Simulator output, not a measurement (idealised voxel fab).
A process module follows: voxel local oxidation.
cross-section cut | 285 nm wide | cells 5 nm
If you're reading a cross-section in this doc, picture square cells in a grid; it comes to you as bands, top ones listed first down to the bottom, and a band can be one or more rows of cells.
Each band's line starts with the height of the band's top and of its bottom, in nm. Then come its materials from left to right, each with its width in nm. One material with "throughout" fills the band from edge to edge. "empty" is empty space.
The level at which height equals 0 is the one under which the wafer, as it arrives, is entirely one material. No lower edge exists for the bottom band, which continues downward and is notated as in "from 0 down".
When a width is written as two numbers, as in "30..40", the first number is the width in the top row of cells of the band and the second is the width in its bottom row, and the width changes by the same amount from each row to the next.
For the purposes of this document, the phrase "remained unchanged" attached to a step denotes that no cell within the cross-section was modified by that step.
"Fully sealed cavities" enumerates empty spaces isolated from the top, with no open way to it, that contain at least 8 cells, giving each as width x height at distance from the left edge, all three in nm.
Step line, after settings: the simulator's comment on this step.
On any step carrying a mask, the "overlay nm" setting, if present on the step's line, tells how far right of its planned place the mask lay; negative values point to the left.
Before/after cross-section pairs, one process step each; after shown to lowest changed band; step and settings beneath. Pairs may be from different runs of this module on the same starting wafer; a pair continues from the one above only where its "Status before step" entry says so.
## Status before step
from 0 down: Si throughout
Fully sealed cavities: none
## Section After Processing
from 0 to -5: SiO2 throughout
Lower than -5, everything is as it was.
Fully sealed cavities: none
What was done to get from the upper cross-section to the lower one? OXIDIZE [depth nm 5]
Status before step: The prior state of this step coincides with the post-step cross-section of the pair just above.
## Section After Processing
from 15 to 0: SiN throughout
Lower than 0, everything is as it was.
Fully sealed cavities: none
What was done to get from the upper cross-section to the lower one? CONFORMAL_DEP [material SiN] [thk nm 15]
Status before step: The prior state of this step coincides with the post-step cross-section of the pair just above.
## Section After Processing
from 25 to 15: aC throughout
Lower than 15, everything is as it was.
Fully sealed cavities: none
What was done to get from the upper cross-section to the lower one? DIRECTIONAL_DEP [material aC] [thk nm 10]
Status before step: The prior state of this step coincides with the post-step cross-section of the pair just above.
## Section After Processing
from 50 to 25: 25 empty / 105 resist / 20 empty / 105 resist / 30 empty
Lower than 25, everything is as it was.
Fully sealed cavities: none
What was done to get from the upper cross-section to the lower one? PATTERN [tone cover] [mask id ACTIVE] [material resist] [width nm 105] [pitch nm 125] [thk nm 25] [overlay nm 0]
Status before step: The prior state of this step coincides with the post-step cross-section of the pair just above.
## Section After Processing
from 40 to 25: 25 empty / 105 resist / 20 empty / 105 resist / 30 empty
from 25 to 15: 25 empty / 105 aC / 20 empty / 105 aC / 30 empty
Lower than 15, everything is as it was.
Fully sealed cavities: none
What was done to get from the upper cross-section to the lower one? DIRECTIONAL_ETCH [etch materials aC] [depth nm 10]
Status before step: The prior state of this step coincides with the post-step cross-section of the pair just above.
## Section After Processing
from 25 to 15: 25 empty / 105 aC / 20 empty / 105 aC / 30 empty
Lower than 15, everything is as it was.
Fully sealed cavities: none
What was done to get from the upper cross-section to the lower one? STRIP [etch materials resist]
Status before step: The prior state of this step coincides with the post-step cross-section of the pair just above.
## Section After Processing
from 25 to 15: 25 empty / 105 aC / 20 empty / 105 aC / 30 empty
from 15 to 0: 25 empty / 105 SiN / 20 empty / 105 SiN / 30 empty
Lower than 0, everything is as it was.
Fully sealed cavities: none
What was done to get from the upper cross-section to the lower one? DIRECTIONAL_ETCH [etch materials SiN] [depth nm 15]
Status before step: The prior state of this step coincides with the post-step cross-section of the pair just above.
## Section After Processing
from 15 to 0: 25 empty / 105 SiN / 20 empty / 105 SiN / 30 empty
Lower than 0, everything is as it was.
Fully sealed cavities: none
What was done to get from the upper cross-section to the lower one? STRIP [etch materials aC]
Status before step: The prior state of this step coincides with the post-step cross-section of the pair just above.
## Section After Processing
from 15 to 0: 25 empty / 105 SiN / 20 empty / 105 SiN / 30 empty
from 0 to -5: 30 empty / 95 SiO2 / 30 empty / 95 SiO2 / 35 empty
Lower than -5, everything is as it was.
Fully sealed cavities: none
What was done to get from the upper cross-section to the lower one? SELECTIVE_ETCH [etch materials SiO2] [depth nm 5]
Status before step: The prior state of this step coincides with the post-step cross-section of the pair just above.
## Section After Processing
from 15 to 0: 25 empty / 105 SiN / 20 empty / 105 SiN / 30 empty
from 0 to -5: 30 empty / 95 SiO2 / 30 empty / 95 SiO2 / 35 empty
from -5 to -20: 45 SiO2 / 65 Si / 60 SiO2 / 65 Si / 50 SiO2
Lower than -20, everything is as it was.
Fully sealed cavities: none
What was done to get from the upper cross-section to the lower one? OXIDIZE [depth nm 15]
Status before step: The prior state of this step coincides with the post-step cross-section of the pair just above.
## Section After Processing
from 0 to -5: 30 empty / 95 SiO2 / 30 empty / 95 SiO2 / 35 empty
Lower than -5, everything is as it was.
Fully sealed cavities: none
What was done to get from the upper cross-section to the lower one? STRIP [etch materials SiN]
## Status before step
from 40 to 25: 25 empty / 105 resist / 20 empty / 105 resist / 30 empty
from 25 to 15: 25 empty / 105 aC / 20 empty / 105 aC / 30 empty
from 15 to 0: SiN throughout
from 0 to -5: SiO2 throughout
from -5 down: Si throughout
Fully sealed cavities: none
## Section After Processing
from 40 to 25: 25 empty / 105 resist / 20 empty / 105 resist / 30 empty
from 25 to 15: 25 empty / 105 aC / 20 empty / 105 aC / 30 empty
from 15 to 0: 25 empty / 105 SiN / 20 empty / 105 SiN / 30 empty
Lower than 0, everything is as it was.
Fully sealed cavities: none
What was done to get from the upper cross-section to the lower one? DIRECTIONAL_ETCH [etch materials SiN] [depth nm 15]
Status before step: The prior state of this step coincides with the post-step cross-section of the pair just above.
## Section After Processing
from 15 to 0: 25 empty / 105 SiN / 20 empty / 105 SiN / 30 empty
Lower than 0, everything is as it was.
Fully sealed cavities: none
What was done to get from the upper cross-section to the lower one? STRIP [etch materials aC]
## Status before step
from 40 to 25: 25 empty / 105 resist / 20 empty / 105 resist / 30 empty
from 25 to 15: 25 empty / 105 aC / 20 empty / 105 aC / 30 empty
from 15 to 0: 25 empty / 105 SiN / 20 empty / 105 SiN / 30 empty
from 0 to -5: SiO2 throughout
from -5 down: Si throughout
Fully sealed cavities: none
## Section After Processing
from 25 to 15: 25 empty / 105 aC / 20 empty / 105 aC / 30 empty
Lower than 15, everything is as it was.
Fully sealed cavities: none
What was done to get from the upper cross-section to the lower one? STRIP [etch materials resist]
## Status before step
from 15 to 0: 25 empty / 105 SiN / 20 empty / 105 SiN / 30 empty
from 0 to -5: SiO2 throughout
from -5 down: Si throughout
Fully sealed cavities: none
## Section After Processing
from 15 to 0: 25 empty / 105 SiN / 20 empty / 105 SiN / 30 empty
from 0 to -5: 40 empty / 75 SiO2 / 50 empty / 75 SiO2 / 45 empty
Lower than -5, everything is as it was.
Fully sealed cavities: none
What was done to get from the upper cross-section to the lower one? SELECTIVE_ETCH [etch materials SiO2] [depth nm 15]
Status before step: The prior state of this step coincides with the post-step cross-section of the pair just above.
## Section After Processing
from 15 to 0: 25 empty / 105 SiN / 20 empty / 105 SiN / 30 empty
from 0 to -5: 40 empty / 75 SiO2 / 50 empty / 75 SiO2 / 45 empty
from -5 to -20: 55 SiO2 / 45 Si / 80 SiO2 / 45 Si / 60 SiO2
Lower than -20, everything is as it was.
Fully sealed cavities: none
What was done to get from the upper cross-section to the lower one? OXIDIZE [depth nm 15]
Status before step: The prior state of this step coincides with the post-step cross-section of the pair just above.
## Section After Processing
from 0 to -5: 40 empty / 75 SiO2 / 50 empty / 75 SiO2 / 45 empty
Lower than -5, everything is as it was.
Fully sealed cavities: none
What was done to get from the upper cross-section to the lower one? STRIP [etch materials SiN]
## Status before step
from 25 to 15: aC throughout
from 15 to 0: SiN throughout
from 0 to -5: SiO2 throughout
from -5 down: Si throughout
Fully sealed cavities: none
## Section After Processing
from 50 to 25: 30 empty / 100 resist / 25 empty / 100 resist / 30 empty
Lower than 25, everything is as it was.
Fully sealed cavities: none
What was done to get from the upper cross-section to the lower one? PATTERN [tone cover] [mask id ACTIVE] [material resist] [width nm 100] [pitch nm 125] [thk nm 25] [overlay nm 0]
Status before step: The prior state of this step coincides with the post-step cross-section of the pair just above.
## Section After Processing
from 40 to 25: 30 empty / 100 resist / 25 empty / 100 resist / 30 empty
from 25 to 15: 30 empty / 100 aC / 25 empty / 100 aC / 30 empty
Lower than 15, everything is as it was.
Fully sealed cavities: none
What was done to get from the upper cross-section to the lower one? DIRECTIONAL_ETCH [etch materials aC] [depth nm 10]
Status before step: The prior state of this step coincides with the post-step cross-section of the pair just above.
## Section After Processing
from 25 to 15: 30 empty / 100 aC / 25 empty / 100 aC / 30 empty
Lower than 15, everything is as it was.
Fully sealed cavities: none
What was done to get from the upper cross-section to the lower one? STRIP [etch materials resist]
Status before step: The prior state of this step coincides with the post-step cross-section of the pair just above.
## Section After Processing
from 25 to 15: 30 empty / 100 aC / 25 empty / 100 aC / 30 empty
from 15 to 0: 30 empty / 100 SiN / 25 empty / 100 SiN / 30 empty
Lower than 0, everything is as it was.
Fully sealed cavities: none
What was done to get from the upper cross-section to the lower one? DIRECTIONAL_ETCH [etch materials SiN] [depth nm 15]
Status before step: The prior state of this step coincides with the post-step cross-section of the pair just above.
## Section After Processing
from 15 to 0: 30 empty / 100 SiN / 25 empty / 100 SiN / 30 empty
Lower than 0, everything is as it was.
Fully sealed cavities: none
What was done to get from the upper cross-section to the lower one? STRIP [etch materials aC]
Status before step: The prior state of this step coincides with the post-step cross-section of the pair just above.
## Section After Processing
from 15 to 0: 30 empty / 100 SiN / 25 empty / 100 SiN / 30 empty
from 0 to -5: 35 empty / 90 SiO2 / 35 empty / 90 SiO2 / 35 empty
Lower than -5, everything is as it was.
Fully sealed cavities: none
What was done to get from the upper cross-section to the lower one? SELECTIVE_ETCH [etch materials SiO2] [depth nm 5]
Status before step: The prior state of this step coincides with the post-step cross-section of the pair just above.
## Section After Processing
from 15 to 0: 30 empty / 100 SiN / 25 empty / 100 SiN / 30 empty
from 0 to -5: 35 empty / 90 SiO2 / 35 empty / 90 SiO2 / 35 empty
from -5 to -20: 50 SiO2 / 60 Si / 65 SiO2 / 60 Si / 50 SiO2
Lower than -20, everything is as it was.
Fully sealed cavities: none
What was done to get from the upper cross-section to the lower one? OXIDIZE [depth nm 15]
Status before step: The prior state of this step coincides with the post-step cross-section of the pair just above.
## Section After Processing
from 0 to -5: 35 empty / 90 SiO2 / 35 empty / 90 SiO2 / 35 empty
Lower than -5, everything is as it was.
Fully sealed cavities: none
What was done to get from the upper cross-section to the lower one? STRIP [etch materials SiN]
## Status before step
from 25 to 15: aC throughout
from 15 to 0: SiN throughout
from 0 to -5: SiO2 throughout
from -5 down: Si throughout
Fully sealed cavities: none
## Section After Processing
from 50 to 25: 30 empty / 105 resist / 20 empty / 105 resist / 25 empty
Lower than 25, everything is as it was.
Fully sealed cavities: none
What was done to get from the upper cross-section to the lower one? PATTERN [tone cover] [mask id ACTIVE] [material resist] [width nm 105] [pitch nm 125] [thk nm 25] [overlay nm 5]
Status before step: The prior state of this step coincides with the post-step cross-section of the pair just above.
## Section After Processing
from 40 to 25: 30 empty / 105 resist / 20 empty / 105 resist / 25 empty
from 25 to 15: 30 empty / 105 aC / 20 empty / 105 aC / 25 empty
Lower than 15, everything is as it was.
Fully sealed cavities: none
What was done to get from the upper cross-section to the lower one? DIRECTIONAL_ETCH [etch materials aC] [depth nm 10]
Status before step: The prior state of this step coincides with the post-step cross-section of the pair just above.
## Section After Processing
from 25 to 15: 30 empty / 105 aC / 20 empty / 105 aC / 25 empty
Lower than 15, everything is as it was.
Fully sealed cavities: none
What was done to get from the upper cross-section to the lower one? STRIP [etch materials resist]
Status before step: The prior state of this step coincides with the post-step cross-section of the pair just above.
## Section After Processing
from 25 to 15: 30 empty / 105 aC / 20 empty / 105 aC / 25 empty
from 15 to 0: 30 empty / 105 SiN / 20 empty / 105 SiN / 25 empty
Lower than 0, everything is as it was.
Fully sealed cavities: none
What was done to get from the upper cross-section to the lower one? DIRECTIONAL_ETCH [etch materials SiN] [depth nm 15]
Status before step: The prior state of this step coincides with the post-step cross-section of the pair just above.
## Section After Processing
from 15 to 0: 30 empty / 105 SiN / 20 empty / 105 SiN / 25 empty
Lower than 0, everything is as it was.
Fully sealed cavities: none
What was done to get from the upper cross-section to the lower one? STRIP [etch materials aC]
Status before step: The prior state of this step coincides with the post-step cross-section of the pair just above.
## Section After Processing
from 15 to 0: 30 empty / 105 SiN / 20 empty / 105 SiN / 25 empty
from 0 to -5: 35 empty / 95 SiO2 / 30 empty / 95 SiO2 / 30 empty
Lower than -5, everything is as it was.
Fully sealed cavities: none
What was done to get from the upper cross-section to the lower one? SELECTIVE_ETCH [etch materials SiO2] [depth nm 5]
Status before step: The prior state of this step coincides with the post-step cross-section of the pair just above.
## Section After Processing
from 15 to 0: 30 empty / 105 SiN / 20 empty / 105 SiN / 25 empty
from 0 to -5: 35 empty / 95 SiO2 / 30 empty / 95 SiO2 / 30 empty
from -5 to -20: 50 SiO2 / 65 Si / 60 SiO2 / 65 Si / 45 SiO2
Lower than -20, everything is as it was.
Fully sealed cavities: none
What was done to get from the upper cross-section to the lower one? OXIDIZE [depth nm 15]
Status before step: The prior state of this step coincides with the post-step cross-section of the pair just above.
## Section After Processing
from 0 to -5: 35 empty / 95 SiO2 / 30 empty / 95 SiO2 / 30 empty
Lower than -5, everything is as it was.
Fully sealed cavities: none
What was done to get from the upper cross-section to the lower one? STRIP [etch materials SiN]
## Status before step
from 0 to -5: SiO2 throughout
from -5 down: Si throughout
Fully sealed cavities: none
## Section After Processing
from 15 to -5: SiO2 throughout
Lower than -5, everything is as it was.
Fully sealed cavities: none
What was done to get from the upper cross-section to the lower one? CONFORMAL_DEP [material SiO2] [thk nm 15]
Status before step: The prior state of this step coincides with the post-step cross-section of the pair just above.
## Section After Processing
from 25 to 15: aC throughout
Lower than 15, everything is as it was.
Fully sealed cavities: none
What was done to get from the upper cross-section to the lower one? DIRECTIONAL_DEP [material aC] [thk nm 10]
Status before step: The prior state of this step coincides with the post-step cross-section of the pair just above.
## Section After Processing
from 50 to 25: 25 empty / 105 resist / 20 empty / 105 resist / 30 empty
Lower than 25, everything is as it was.
Fully sealed cavities: none
What was done to get from the upper cross-section to the lower one? PATTERN [tone cover] [mask id ACTIVE] [material resist] [width nm 105] [pitch nm 125] [thk nm 25] [overlay nm 0]
Status before step: The prior state of this step coincides with the post-step cross-section of the pair just above.
## Section After Processing
from 40 to 25: 25 empty / 105 resist / 20 empty / 105 resist / 30 empty
from 25 to 15: 25 empty / 105 aC / 20 empty / 105 aC / 30 empty
Lower than 15, everything is as it was.
Fully sealed cavities: none
What was done to get from the upper cross-section to the lower one? DIRECTIONAL_ETCH [etch materials aC] [depth nm 10]
Status before step: The prior state of this step coincides with the post-step cross-section of the pair just above.
## Section After Processing
from 25 to 15: 25 empty / 105 aC / 20 empty / 105 aC / 30 empty
Lower than 15, everything is as it was.
Fully sealed cavities: none
What was done to get from the upper cross-section to the lower one? STRIP [etch materials resist]
Status before step: The prior state of this step coincides with the post-step cross-section of the pair just above.
## Section After Processing
from 15 to -5: SiO2 throughout
Lower than -5, everything is as it was.
Fully sealed cavities: none
What was done to get from the upper cross-section to the lower one? STRIP [etch materials aC]
Status before step: The prior state of this step coincides with the post-step cross-section of the pair just above.
## Section After Processing
from 10 to -5: SiO2 throughout
Lower than -5, everything is as it was.
Fully sealed cavities: none
What was done to get from the upper cross-section to the lower one? SELECTIVE_ETCH [etch materials SiO2] [depth nm 5]
## Status before step
from 25 to 15: aC throughout
from 15 to 0: SiN throughout
from 0 to -5: SiO2 throughout
from -5 down: Si throughout
Fully sealed cavities: none
## Section After Processing
from 50 to 25: 25 resist / 105 empty / 20 resist / 105 empty / 30 resist
Lower than 25, everything is as it was.
Fully sealed cavities: none
What was done to get from the upper cross-section to the lower one? PATTERN [tone open] [mask id ACTIVE] [material resist] [width nm 105] [pitch nm 125] [thk nm 25] [overlay nm 0]
Status before step: The prior state of this step coincides with the post-step cross-section of the pair just above.
## Section After Processing
from 40 to 25: 25 resist / 105 empty / 20 resist / 105 empty / 30 resist
from 25 to 15: 25 aC / 105 empty / 20 aC / 105 empty / 30 aC
Lower than 15, everything is as it was.
Fully sealed cavities: none
What was done to get from the upper cross-section to the lower one? DIRECTIONAL_ETCH [etch materials aC] [depth nm 10]
Status before step: The prior state of this step coincides with the post-step cross-section of the pair just above.
## Section After Processing
from 25 to 15: 25 aC / 105 empty / 20 aC / 105 empty / 30 aC
Lower than 15, everything is as it was.
Fully sealed cavities: none
What was done to get from the upper cross-section to the lower one? STRIP [etch materials resist]
Status before step: The prior state of this step coincides with the post-step cross-section of the pair just above.
## Section After Processing
from 25 to 15: 25 aC / 105 empty / 20 aC / 105 empty / 30 aC
from 15 to 0: 25 SiN / 105 empty / 20 SiN / 105 empty / 30 SiN
Lower than 0, everything is as it was.
Fully sealed cavities: none
What was done to get from the upper cross-section to the lower one? DIRECTIONAL_ETCH [etch materials SiN] [depth nm 15]
Status before step: The prior state of this step coincides with the post-step cross-section of the pair just above.
## Section After Processing
from 15 to 0: 25 SiN / 105 empty / 20 SiN / 105 empty / 30 SiN
Lower than 0, everything is as it was.
Fully sealed cavities: none
What was done to get from the upper cross-section to the lower one? STRIP [etch materials aC]
Status before step: The prior state of this step coincides with the post-step cross-section of the pair just above.
## Section After Processing
from 15 to 0: 25 SiN / 105 empty / 20 SiN / 105 empty / 30 SiN
from 0 to -5: 20 SiO2 / 115 empty / 10 SiO2 / 115 empty / 25 SiO2
Lower than -5, everything is as it was.
Fully sealed cavities: none
What was done to get from the upper cross-section to the lower one? SELECTIVE_ETCH [etch materials SiO2] [depth nm 5]
Status before step: The prior state of this step coincides with the post-step cross-section of the pair just above.
## Section After Processing
from 15 to 0: 25 SiN / 105 empty / 20 SiN / 105 empty / 30 SiN
from 0 to -5: 20 SiO2 / 115 empty / 10 SiO2 / 115 empty / 25 SiO2
from -5 to -20: 5 Si / 270 SiO2 / 10 Si
Lower than -20, everything is as it was.
Fully sealed cavities: none
What was done to get from the upper cross-section to the lower one? OXIDIZE [depth nm 15]
Status before step: The prior state of this step coincides with the post-step cross-section of the pair just above.
## Section After Processing
from 0 to -5: 20 SiO2 / 115 empty / 10 SiO2 / 115 empty / 25 SiO2
Lower than -5, everything is as it was.
Fully sealed cavities: none
What was done to get from the upper cross-section to the lower one? STRIP [etch materials SiN]
